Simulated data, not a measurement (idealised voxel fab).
process module | voxel ribs on slabs
cross-section cut | 140 nm wide | cells 5 nm
A cross-section is a grid of square cells, given in bands from the top down. A band is one or more rows of cells.
Each band's line starts with the height of the band's top and of its bottom, in nm. Then come its materials from left to right, each with its width in nm. One material with "throughout" fills the band from edge to edge. "air" is empty space.
Height 0 is the level under which the wafer as received is all one material. The lowest band goes on downwards, as in "0 down".
A width such as "30 to 40" changes by the same amount from each row of cells to the next, from the band's top row to its bottom row.
"no change" after a step means that no cell of the cross-section changed.
closed voids: empty space of 8 cells or more with no open way to the top, each as width x height at its distance from the left edge, in nm
after a step's settings: what the simulator itself notes on the step
overlay nm, on a step with a mask: how far to the right of its planned place the mask lay; to the left if negative
plan
1 op RECEIVE | material Si
2 op DIRECTIONAL_DEP | material SiO2 | thk nm 30
3 op DIRECTIONAL_DEP | material SiN | thk nm 20
4 op MASKED_ETCH | tone cover | mask id RIB | width nm 20 | etch materials SiN | depth nm 5 | overlay nm 0
5 op PATTERN | tone cover | mask id SLAB | material resist | width nm 50 | thk nm 15 | overlay nm 0
6 op DIRECTIONAL_ETCH | etch materials SiN | depth nm 15
7 op STRIP | etch materials resist
8 op FILL_DEP | material SiO2 | thk nm 25
9 op CMP | height nm 65
10 op DIRECTIONAL_DEP | material W | thk nm 10
11 op DIRECTIONAL_DEP | material aC | thk nm 15
12 op PATTERN | tone cover | mask id HEATER | material resist | width nm 30 | thk nm 35 | overlay nm 0
13 op DIRECTIONAL_ETCH | etch materials aC | depth nm 15
14 op STRIP | etch materials resist
15 op DIRECTIONAL_ETCH | etch materials W | depth nm 10
16 op STRIP | etch materials aC
17 op CONFORMAL_DEP | material SiN | thk nm 5
as received, after step 1
  0 down: Si throughout
  closed voids: none
a wafer at the end: this start, this plan, one mistake
  80 to 75: air 50 | SiN 40 | air 50
  75 to 70: air 50 | SiN 5 | W 30 | SiN 5 | air 50
  70 to 65: SiN 55 | W 30 | SiN 55
  65 to 20: SiO2 throughout
  20 to 0: SiN throughout
  0 down: Si throughout
  closed voids: none
what went wrong: steps 2 and 3 were swapped
